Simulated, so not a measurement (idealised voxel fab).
Process module in this document: voxel air gaps
Section cut is 175 nm wide and gridded with 5 nm square cells.
A cross-section in this document is a grid of square cells, and it is written down as bands, the top band listed before the ones below it; a band is made up of one or more rows of cells. Within each band entry, the heights of the top and of the bottom of the band appear first, in that order and in nm; the materials of the band then follow from left to right, each with its corresponding width in nm. The designation "throughout" on a single material indicates that it fills the band from edge to edge; the designation "blank" indicates empty space. Below 0: as-received wafer, all one material; heights counted from there. Lowest band: no bottom, goes on down, written "0..down". Width: "30 to 40" (first number = top row, second number = bottom row, same change from row to row of cells). Key: "changes: none" - step with no changed cell in the cross-section. In "Fully enclosed voids" the enclosed voids are listed, meaning empty spaces of 8 cells or larger without any opening to the top. The form is width x height at distance, distance from the left edge, units nm. Heads up: the bit after the settings on a step's line is the simulator's remark on that step. A step line may carry the setting "overlay nm", which, for steps involving a mask, states the distance by which the mask lay to the right of its intended position; negative values denote displacement to the left.
# The steps planned for the process are as follows
1: RECEIVE,material Si
2: CONFORMAL_DEP,material SiO2,thk nm 10
3: CONFORMAL_DEP,material SiN,thk nm 5
4: DIRECTIONAL_DEP,material SiO2,thk nm 35
5: DIRECTIONAL_DEP,material aC,thk nm 15
6: PATTERN,tone open,mask id LINES,material resist,width nm 25,pitch nm 50,thk nm 30,overlay nm 0
7: DIRECTIONAL_ETCH,etch materials aC,depth nm 15
8: STRIP,etch materials resist
9: DIRECTIONAL_ETCH,etch materials SiO2,depth nm 35
10: STRIP,etch materials aC
11: CONFORMAL_DEP,material TiN,thk nm 5
12: FILL_DEP,material Cu,thk nm 5
13: CMP,height nm 50
14: EPI,material Ru,thk nm 10
15: SELECTIVE_ETCH,etch materials SiO2,depth nm 45
16: CONFORMAL_DEP,material SiN,thk nm 5
# So this is the incoming wafer in cross-section - it's already been through step 1
    0..down: Si throughout
    Fully enclosed voids: none
# First of two wafers at the end of the module, shown in cross-section; run carried out as planned
    65..60: 10 blank | 155 SiN | 10 blank
    60..50: 10 blank | 5 SiN | 45 Ru | 5 SiN | 45 Ru | 5 SiN | 45 Ru | 5 SiN | 10 blank
    50..45: 10 blank | 15 SiN | 5 TiN | 15 Cu | 5 TiN | 25 SiN | 5 TiN | 15 Cu | 5 TiN | 25 SiN | 5 TiN | 15 Cu | 5 TiN | 15 SiN | 10 blank
    45..20: 20 blank | 5 SiN | 5 TiN | 15 Cu | 5 TiN | 5 SiN | 15 blank | 5 SiN | 5 TiN | 15 Cu | 5 TiN | 5 SiN | 15 blank | 5 SiN | 5 TiN | 15 Cu | 5 TiN | 5 SiN | 20 blank
    20..15: 25 SiN | 25 TiN | 25 SiN | 25 TiN | 25 SiN | 25 TiN | 25 SiN
    15..10: SiN throughout
    10..0: SiO2 throughout
    0..down: Si throughout
    Fully enclosed voids: 15 x 25 at 55; 15 x 25 at 105
# Cross-section, wafer two of two, end of module: same start and plan as wafer one, one error in execution
    65..60: SiN throughout
    60..50: Ru throughout
    50..45: Cu throughout
    45..40: 30 TiN | 15 Cu | 35 TiN | 15 Cu | 35 TiN | 15 Cu | 30 TiN
    40..10: 25 SiO2 | 5 TiN | 15 Cu | 5 TiN | 25 SiO2 | 5 TiN | 15 Cu | 5 TiN | 25 SiO2 | 5 TiN | 15 Cu | 5 TiN | 25 SiO2
    10..5: 25 SiO2 | 25 TiN | 25 SiO2 | 25 TiN | 25 SiO2 | 25 TiN | 25 SiO2
    5..0: SiN throughout
    0..down: Si throughout
    Fully enclosed voids: none
Against the plan, the run slipped here: step 2 of the plan got skipped, so it never ran
The closing comparison, in cells, has the second wafer with more or fewer of some materials than the first: Cu: 44 more | Ru: 16 more | SiN: 70 fewer | SiO2: 70 more | TiN: 26 more
Note - end result: 2 closed voids (first wafer), 0 closed voids (second wafer).
